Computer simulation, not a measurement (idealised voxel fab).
process module | voxel gate over fins
cross-section cut | 230 nm wide | cells 5 nm
A cross-section is a grid of square cells, given in bands from the top down. A band is one or more rows of cells.
Each band's line starts with the height of the band's top and of its bottom, in nm. Then come its materials from left to right, each with its width in nm. One material with "throughout" fills the band from edge to edge. "air" is empty space.
Height 0 is the level under which the wafer as received is all one material. The lowest band goes on downwards, as in "0 down".
A width such as "30 to 40" changes by the same amount from each row of cells to the next, from the band's top row to its bottom row.
"no change" after a step means that no cell of the cross-section changed.
closed voids: empty space of 8 cells or more with no open way to the top, each as width x height at its distance from the left edge, in nm
after a step's settings: what the simulator itself notes on the step
overlay nm, on a step with a mask: how far to the right of its planned place the mask lay; to the left if negative
Each pair below shows a cross-section before one step and the cross-section after it, down to the lowest band that changed. The line under each pair gives the step between them, with its settings. The pairs can come from different runs of this module on the same starting wafer, so a pair continues from the pair above only where its "before" says so.
before
  15 to 10: air 30 | TiAl 40 | air 5 | TiAl 40 | air 5 | TiAl 40 | air 5 | TiAl 40 | air 25
  10 to 5: air 30 | TiAl 5 | TiN 30 | TiAl 5 | air 5 | TiAl 5 | TiN 30 | TiAl 5 | air 5 | TiAl 5 | TiN 30 | TiAl 5 | air 5 | TiAl 5 | TiN 30 | TiAl 5 | air 25
  5 to 0: TiAl 35 | TiN 5 | HfO2 20 | TiN 5 | TiAl 15 | TiN 5 | HfO2 20 | TiN 5 | TiAl 15 | TiN 5 | HfO2 20 | TiN 5 | TiAl 15 | TiN 5 | HfO2 20 | TiN 5 | TiAl 30
  0 to -5: TiN 40 | HfO2 5 | Si 10 | HfO2 5 | TiN 25 | HfO2 5 | Si 10 | HfO2 5 | TiN 25 | HfO2 5 | Si 10 | HfO2 5 | TiN 25 | HfO2 5 | Si 10 | HfO2 5 | TiN 35
  -5 to -10: HfO2 45 | Si 10 | HfO2 35 | Si 10 | HfO2 35 | Si 10 | HfO2 35 | Si 10 | HfO2 40
  -10 to -45: SiO2 45 | Si 10 | SiO2 35 | Si 10 | SiO2 35 | Si 10 | SiO2 35 | Si 10 | SiO2 40
  -45 down: Si throughout
  closed voids: none
after
  20 to 15: air 25 | TiN 185 | air 20
  15 to 10: air 25 | TiN 5 | TiAl 40 | TiN 5 | TiAl 40 | TiN 5 | TiAl 40 | TiN 5 | TiAl 40 | TiN 5 | air 20
  10 to 5: TiN 30 | TiAl 5 | TiN 30 | TiAl 5 | TiN 5 | TiAl 5 | TiN 30 | TiAl 5 | TiN 5 | TiAl 5 | TiN 30 | TiAl 5 | TiN 5 | TiAl 5 | TiN 30 | TiAl 5 | TiN 25
  below 5: unchanged
  closed voids: none
the step between: op CONFORMAL_DEP | material TiN | thk nm 5
before: the cross-section after the pair above
after
  30 to 20: W throughout
  20 to 15: W 25 | TiN 185 | W 20
  15 to 10: W 25 | TiN 5 | TiAl 40 | TiN 5 | TiAl 40 | TiN 5 | TiAl 40 | TiN 5 | TiAl 40 | TiN 5 | W 20
  below 10: unchanged
  closed voids: none
the step between: op FILL_DEP | material W | thk nm 10
before: the cross-section after the pair above
after
  25 to 20: W throughout
  below 20: unchanged
  closed voids: none
the step between: op CMP | height nm 25
before: the cross-section after the pair above
after
  35 to 25: SiN throughout
  below 25: unchanged
  closed voids: none
the step between: op CONFORMAL_DEP | material SiN | thk nm 10
before
  20 to 5: aC throughout
  5 to 0: SiN throughout
  0 down: Si throughout
  closed voids: none
after
  50 to 20: air 30 | resist 15 | air 30 | resist 15 | air 30 | resist 15 | air 30 | resist 15 | air 50
  below 20: unchanged
  closed voids: none
the step between: op PATTERN | tone cover | mask id FINS | material resist | width nm 15 | pitch nm 45 | thk nm 30 | overlay nm -10
before: the cross-section after the pair above
after
  35 to 20: air 30 | resist 15 | air 30 | resist 15 | air 30 | resist 15 | air 30 | resist 15 | air 50
  20 to 5: air 30 | aC 15 | air 30 | aC 15 | air 30 | aC 15 | air 30 | aC 15 | air 50
  below 5: unchanged
  closed voids: none
the step between: op DIRECTIONAL_ETCH | etch materials aC | depth nm 15
before: the cross-section after the pair above
after
  20 to 5: air 30 | aC 15 | air 30 | aC 15 | air 30 | aC 15 | air 30 | aC 15 | air 50
  below 5: unchanged
  closed voids: none
the step between: op STRIP | etch materials resist
before: the cross-section after the pair above
after
  20 to 5: air 30 | aC 15 | air 30 | aC 15 | air 30 | aC 15 | air 30 | aC 15 | air 50
  5 to 0: air 30 | SiN 15 | air 30 | SiN 15 | air 30 | SiN 15 | air 30 | SiN 15 | air 50
  below 0: unchanged
  closed voids: none
the step between: op DIRECTIONAL_ETCH | etch materials SiN | depth nm 5
before: the cross-section after the pair above
after
  20 to 5: air 30 | aC 15 | air 30 | aC 15 | air 30 | aC 15 | air 30 | aC 15 | air 50
  5 to 0: air 30 | SiN 15 | air 30 | SiN 15 | air 30 | SiN 15 | air 30 | SiN 15 | air 50
  0 to -40: air 30 | Si 15 | air 30 | Si 15 | air 30 | Si 15 | air 30 | Si 15 | air 50
  below -40: unchanged
  closed voids: none
the step between: op DIRECTIONAL_ETCH | etch materials Si | depth nm 40
before: the cross-section after the pair above
after
  5 to 0: air 30 | SiN 15 | air 30 | SiN 15 | air 30 | SiN 15 | air 30 | SiN 15 | air 50
  below 0: unchanged
  closed voids: none
the step between: op STRIP | etch materials aC
before: the cross-section after the pair above
after
  5 to 0: air 30 | SiN 15 | air 30 | SiN 15 | air 30 | SiN 15 | air 30 | SiN 15 | air 50
  0 to -40: air 30 | SiO2 5 | Si 5 | SiO2 5 | air 30 | SiO2 5 | Si 5 | SiO2 5 | air 30 | SiO2 5 | Si 5 | SiO2 5 | air 30 | SiO2 5 | Si 5 | SiO2 5 | air 50
  -40 to -45: SiO2 35 | Si 5 | SiO2 40 | Si 5 | SiO2 40 | Si 5 | SiO2 40 | Si 5 | SiO2 55
  below -45: unchanged
  closed voids: none
the step between: op OXIDIZE | depth nm 5
before: the cross-section after the pair above
after
  20 to 5: SiO2 throughout
  5 to 0: SiO2 30 | SiN 15 | SiO2 30 | SiN 15 | SiO2 30 | SiN 15 | SiO2 30 | SiN 15 | SiO2 50
  0 to -45: SiO2 35 | Si 5 | SiO2 40 | Si 5 | SiO2 40 | Si 5 | SiO2 40 | Si 5 | SiO2 55
  below -45: unchanged
  closed voids: none
the step between: op FILL_DEP | material SiO2 | thk nm 15
before: the cross-section after the pair above
after
  5 to 0: SiO2 30 | SiN 15 | SiO2 30 | SiN 15 | SiO2 30 | SiN 15 | SiO2 30 | SiN 15 | SiO2 50
  below 0: unchanged
  closed voids: none
the step between: op CMP | height nm 5
before: the cross-section after the pair above
after
  5 to 0: air 30 | SiN 15 | air 30 | SiN 15 | air 30 | SiN 15 | air 30 | SiN 15 | air 50
  0 to -10: air 35 | Si 5 | air 40 | Si 5 | air 40 | Si 5 | air 40 | Si 5 | air 55
  below -10: unchanged
  closed voids: none
the step between: op SELECTIVE_ETCH | etch materials SiO2 | depth nm 15
before: the cross-section after the pair above
after
  0 to -10: air 35 | Si 5 | air 40 | Si 5 | air 40 | Si 5 | air 40 | Si 5 | air 55
  below -10: unchanged
  closed voids: none
the step between: op STRIP | etch materials SiN
before: the cross-section after the pair above
after
  5 to 0: air 30 | HfO2 15 | air 30 | HfO2 15 | air 30 | HfO2 15 | air 30 | HfO2 15 | air 50
  0 to -5: air 30 | HfO2 5 | Si 5 | HfO2 5 | air 30 | HfO2 5 | Si 5 | HfO2 5 | air 30 | HfO2 5 | Si 5 | HfO2 5 | air 30 | HfO2 5 | Si 5 | HfO2 5 | air 50
  -5 to -10: HfO2 35 | Si 5 | HfO2 40 | Si 5 | HfO2 40 | Si 5 | HfO2 40 | Si 5 | HfO2 55
  below -10: unchanged
  closed voids: none
the step between: op CONFORMAL_DEP | material HfO2 | thk nm 5
before: the cross-section after the pair above
after
  10 to 5: air 25 | TiN 25 | air 20 | TiN 25 | air 20 | TiN 25 | air 20 | TiN 25 | air 45
  5 to 0: air 25 | TiN 5 | HfO2 15 | TiN 5 | air 20 | TiN 5 | HfO2 15 | TiN 5 | air 20 | TiN 5 | HfO2 15 | TiN 5 | air 20 | TiN 5 | HfO2 15 | TiN 5 | air 45
  0 to -5: TiN 30 | HfO2 5 | Si 5 | HfO2 5 | TiN 30 | HfO2 5 | Si 5 | HfO2 5 | TiN 30 | HfO2 5 | Si 5 | HfO2 5 | TiN 30 | HfO2 5 | Si 5 | HfO2 5 | TiN 50
  below -5: unchanged
  closed voids: none
the step between: op CONFORMAL_DEP | material TiN | thk nm 5
before: the cross-section after the pair above
after
  15 to 10: air 20 | TiAl 35 | air 10 | TiAl 35 | air 10 | TiAl 35 | air 10 | TiAl 35 | air 40
  10 to 5: air 20 | TiAl 5 | TiN 25 | TiAl 5 | air 10 | TiAl 5 | TiN 25 | TiAl 5 | air 10 | TiAl 5 | TiN 25 | TiAl 5 | air 10 | TiAl 5 | TiN 25 | TiAl 5 | air 40
  5 to 0: TiAl 25 | TiN 5 | HfO2 15 | TiN 5 | TiAl 20 | TiN 5 | HfO2 15 | TiN 5 | TiAl 20 | TiN 5 | HfO2 15 | TiN 5 | TiAl 20 | TiN 5 | HfO2 15 | TiN 5 | TiAl 45
  below 0: unchanged
  closed voids: none
the step between: op CONFORMAL_DEP | material TiAl | thk nm 5
before: the cross-section after the pair above
after
  20 to 15: air 15 | TiN 180 | air 35
  15 to 10: air 15 | TiN 5 | TiAl 35 | TiN 10 | TiAl 35 | TiN 10 | TiAl 35 | TiN 10 | TiAl 35 | TiN 5 | air 35
  10 to 5: TiN 20 | TiAl 5 | TiN 25 | TiAl 5 | TiN 10 | TiAl 5 | TiN 25 | TiAl 5 | TiN 10 | TiAl 5 | TiN 25 | TiAl 5 | TiN 10 | TiAl 5 | TiN 25 | TiAl 5 | TiN 40
  below 5: unchanged
  closed voids: none
the step between: op CONFORMAL_DEP | material TiN | thk nm 5
before: the cross-section after the pair above
after
  30 to 20: W throughout
  20 to 15: W 15 | TiN 180 | W 35
  15 to 10: W 15 | TiN 5 | TiAl 35 | TiN 10 | TiAl 35 | TiN 10 | TiAl 35 | TiN 10 | TiAl 35 | TiN 5 | W 35
  below 10: unchanged
  closed voids: none
the step between: op FILL_DEP | material W | thk nm 10
before: the cross-section after the pair above
after
  25 to 20: W throughout
  below 20: unchanged
  closed voids: none
the step between: op CMP | height nm 25
before: the cross-section after the pair above
after
  35 to 25: SiN throughout
  below 25: unchanged
  closed voids: none
the step between: op CONFORMAL_DEP | material SiN | thk nm 10
before
  5 to 0: air 40 | SiN 15 | air 30 | SiN 15 | air 30 | SiN 15 | air 30 | SiN 15 | air 40
  0 to -40: air 40 | SiO2 5 | Si 5 | SiO2 5 | air 30 | SiO2 5 | Si 5 | SiO2 5 | air 30 | SiO2 5 | Si 5 | SiO2 5 | air 30 | SiO2 5 | Si 5 | SiO2 5 | air 40
  -40 to -45: SiO2 45 | Si 5 | SiO2 40 | Si 5 | SiO2 40 | Si 5 | SiO2 40 | Si 5 | SiO2 45
  -45 down: Si throughout
  closed voids: none
after
  20 to 5: W throughout
  5 to 0: W 40 | SiN 15 | W 30 | SiN 15 | W 30 | SiN 15 | W 30 | SiN 15 | W 40
  0 to -40: W 40 | SiO2 5 | Si 5 | SiO2 5 | W 30 | SiO2 5 | Si 5 | SiO2 5 | W 30 | SiO2 5 | Si 5 | SiO2 5 | W 30 | SiO2 5 | Si 5 | SiO2 5 | W 40
  below -40: unchanged
  closed voids: none
the step between: op FILL_DEP | material W | thk nm 15
before: the cross-section after the pair above
after
  5 to 0: W 40 | SiN 15 | W 30 | SiN 15 | W 30 | SiN 15 | W 30 | SiN 15 | W 40
  below 0: unchanged
  closed voids: none
the step between: op CMP | height nm 5
before: the cross-section after the pair above
after
  5 to 0: W 40 | air 15 | W 30 | air 15 | W 30 | air 15 | W 30 | air 15 | W 40
  below 0: unchanged
  closed voids: none
the step between: op STRIP | etch materials SiN
before: the cross-section after the pair above
after
  10 to 5: HfO2 45 | air 5 | HfO2 40 | air 5 | HfO2 40 | air 5 | HfO2 40 | air 5 | HfO2 45
  5 to 0: W 40 | HfO2 15 | W 30 | HfO2 15 | W 30 | HfO2 15 | W 30 | HfO2 15 | W 40
  below 0: unchanged
  closed voids: none
the step between: op CONFORMAL_DEP | material HfO2 | thk nm 5
before: the cross-section after the pair above
after
  15 to 10: TiN throughout
  10 to 5: HfO2 45 | TiN 5 | HfO2 40 | TiN 5 | HfO2 40 | TiN 5 | HfO2 40 | TiN 5 | HfO2 45
  below 5: unchanged
  closed voids: none
the step between: op CONFORMAL_DEP | material TiN | thk nm 5
before: the cross-section after the pair above
after
  20 to 15: TiAl throughout
  below 15: unchanged
  closed voids: none
the step between: op CONFORMAL_DEP | material TiAl | thk nm 5
before: the cross-section after the pair above
after
  25 to 20: TiN throughout
  below 20: unchanged
  closed voids: none
the step between: op CONFORMAL_DEP | material TiN | thk nm 5
before: the cross-section after the pair above
after
  35 to 25: W throughout
  below 25: unchanged
  closed voids: none
the step between: op FILL_DEP | material W | thk nm 10
before: the cross-section after the pair above
after
  25 to 20: TiN throughout
  below 20: unchanged
  closed voids: none
the step between: op CMP | height nm 25
before: the cross-section after the pair above
after
  35 to 25: SiN throughout
  below 25: unchanged
  closed voids: none
the step between: op CONFORMAL_DEP | material SiN | thk nm 10
before
  20 to 5: aC throughout
  5 to 0: SiN throughout
  0 down: Si throughout
  closed voids: none
after
  50 to 20: resist 40 | air 15 | resist 30 | air 15 | resist 30 | air 15 | resist 30 | air 15 | resist 40
  below 20: unchanged
  closed voids: none
the step between: op PATTERN | tone open | mask id FINS | material resist | width nm 15 | pitch nm 45 | thk nm 30 | overlay nm 0
before: the cross-section after the pair above
after
  35 to 20: resist 40 | air 15 | resist 30 | air 15 | resist 30 | air 15 | resist 30 | air 15 | resist 40
  20 to 5: aC 40 | air 15 | aC 30 | air 15 | aC 30 | air 15 | aC 30 | air 15 | aC 40
  below 5: unchanged
  closed voids: none
the step between: op DIRECTIONAL_ETCH | etch materials aC | depth nm 15
before: the cross-section after the pair above
after
  20 to 5: aC 40 | air 15 | aC 30 | air 15 | aC 30 | air 15 | aC 30 | air 15 | aC 40
  below 5: unchanged
  closed voids: none
the step between: op STRIP | etch materials resist
before: the cross-section after the pair above
after
  20 to 5: aC 40 | air 15 | aC 30 | air 15 | aC 30 | air 15 | aC 30 | air 15 | aC 40
  5 to 0: SiN 40 | air 15 | SiN 30 | air 15 | SiN 30 | air 15 | SiN 30 | air 15 | SiN 40
  below 0: unchanged
  closed voids: none
the step between: op DIRECTIONAL_ETCH | etch materials SiN | depth nm 5
before: the cross-section after the pair above
after
  20 to 5: aC 40 | air 15 | aC 30 | air 15 | aC 30 | air 15 | aC 30 | air 15 | aC 40
  5 to 0: SiN 40 | air 15 | SiN 30 | air 15 | SiN 30 | air 15 | SiN 30 | air 15 | SiN 40
  0 to -40: Si 40 | air 15 | Si 30 | air 15 | Si 30 | air 15 | Si 30 | air 15 | Si 40
  below -40: unchanged
  closed voids: none
the step between: op DIRECTIONAL_ETCH | etch materials Si | depth nm 40
before: the cross-section after the pair above
after
  5 to 0: SiN 40 | air 15 | SiN 30 | air 15 | SiN 30 | air 15 | SiN 30 | air 15 | SiN 40
  below 0: unchanged
  closed voids: none
the step between: op STRIP | etch materials aC
before: the cross-section after the pair above
after
  5 to 0: SiN 40 | air 15 | SiN 30 | air 15 | SiN 30 | air 15 | SiN 30 | air 15 | SiN 40
  0 to -40: Si 35 | SiO2 5 | air 15 | SiO2 5 | Si 20 | SiO2 5 | air 15 | SiO2 5 | Si 20 | SiO2 5 | air 15 | SiO2 5 | Si 20 | SiO2 5 | air 15 | SiO2 5 | Si 35
  -40 to -45: Si 35 | SiO2 25 | Si 20 | SiO2 25 | Si 20 | SiO2 25 | Si 20 | SiO2 25 | Si 35
  below -45: unchanged
  closed voids: none
the step between: op OXIDIZE | depth nm 5
before: the cross-section after the pair above
after
  20 to 5: SiO2 throughout
  5 to 0: SiN 40 | SiO2 15 | SiN 30 | SiO2 15 | SiN 30 | SiO2 15 | SiN 30 | SiO2 15 | SiN 40
  0 to -45: Si 35 | SiO2 25 | Si 20 | SiO2 25 | Si 20 | SiO2 25 | Si 20 | SiO2 25 | Si 35
  below -45: unchanged
  closed voids: none
the step between: op FILL_DEP | material SiO2 | thk nm 15
before: the cross-section after the pair above
after
  5 to 0: SiN 40 | SiO2 15 | SiN 30 | SiO2 15 | SiN 30 | SiO2 15 | SiN 30 | SiO2 15 | SiN 40
  below 0: unchanged
  closed voids: none
the step between: op CMP | height nm 5
before: the cross-section after the pair above
after
  5 to 0: SiN 40 | air 15 | SiN 30 | air 15 | SiN 30 | air 15 | SiN 30 | air 15 | SiN 40
  0 to -10: Si 35 | air 25 | Si 20 | air 25 | Si 20 | air 25 | Si 20 | air 25 | Si 35
  below -10: unchanged
  closed voids: none
the step between: op SELECTIVE_ETCH | etch materials SiO2 | depth nm 15
before: the cross-section after the pair above
after
  0 to -10: Si 35 | air 25 | Si 20 | air 25 | Si 20 | air 25 | Si 20 | air 25 | Si 35
  below -10: unchanged
  closed voids: none
the step between: op STRIP | etch materials SiN
before: the cross-section after the pair above
after
  5 to 0: HfO2 40 | air 15 | HfO2 30 | air 15 | HfO2 30 | air 15 | HfO2 30 | air 15 | HfO2 40
  0 to -5: Si 35 | HfO2 5 | air 15 | HfO2 5 | Si 20 | HfO2 5 | air 15 | HfO2 5 | Si 20 | HfO2 5 | air 15 | HfO2 5 | Si 20 | HfO2 5 | air 15 | HfO2 5 | Si 35
  -5 to -10: Si 35 | HfO2 25 | Si 20 | HfO2 25 | Si 20 | HfO2 25 | Si 20 | HfO2 25 | Si 35
  below -10: unchanged
  closed voids: none
the step between: op CONFORMAL_DEP | material HfO2 | thk nm 5
before: the cross-section after the pair above
after
  10 to 5: TiN 45 | air 5 | TiN 40 | air 5 | TiN 40 | air 5 | TiN 40 | air 5 | TiN 45
  5 to 0: HfO2 40 | TiN 5 | air 5 | TiN 5 | HfO2 30 | TiN 5 | air 5 | TiN 5 | HfO2 30 | TiN 5 | air 5 | TiN 5 | HfO2 30 | TiN 5 | air 5 | TiN 5 | HfO2 40
  0 to -5: Si 35 | HfO2 5 | TiN 15 | HfO2 5 | Si 20 | HfO2 5 | TiN 15 | HfO2 5 | Si 20 | HfO2 5 | TiN 15 | HfO2 5 | Si 20 | HfO2 5 | TiN 15 | HfO2 5 | Si 35
  below -5: unchanged
  closed voids: none
the step between: op CONFORMAL_DEP | material TiN | thk nm 5
before: the cross-section after the pair above
after
  15 to 10: TiAl throughout
  10 to 5: TiN 45 | TiAl 5 | TiN 40 | TiAl 5 | TiN 40 | TiAl 5 | TiN 40 | TiAl 5 | TiN 45
  5 to 0: HfO2 40 | TiN 5 | TiAl 5 | TiN 5 | HfO2 30 | TiN 5 | TiAl 5 | TiN 5 | HfO2 30 | TiN 5 | TiAl 5 | TiN 5 | HfO2 30 | TiN 5 | TiAl 5 | TiN 5 | HfO2 40
  below 0: unchanged
  closed voids: none
the step between: op CONFORMAL_DEP | material TiAl | thk nm 5
before: the cross-section after the pair above
after
  20 to 15: TiN throughout
  below 15: unchanged
  closed voids: none
the step between: op CONFORMAL_DEP | material TiN | thk nm 5
before: the cross-section after the pair above
after
  30 to 20: W throughout
  below 20: unchanged
  closed voids: none
the step between: op FILL_DEP | material W | thk nm 10
before: the cross-section after the pair above
after
  25 to 20: W throughout
  below 20: unchanged
  closed voids: none
the step between: op CMP | height nm 25
before: the cross-section after the pair above
after
  35 to 25: SiN throughout
  below 25: unchanged
  closed voids: none
the step between: op CONFORMAL_DEP | material SiN | thk nm 10
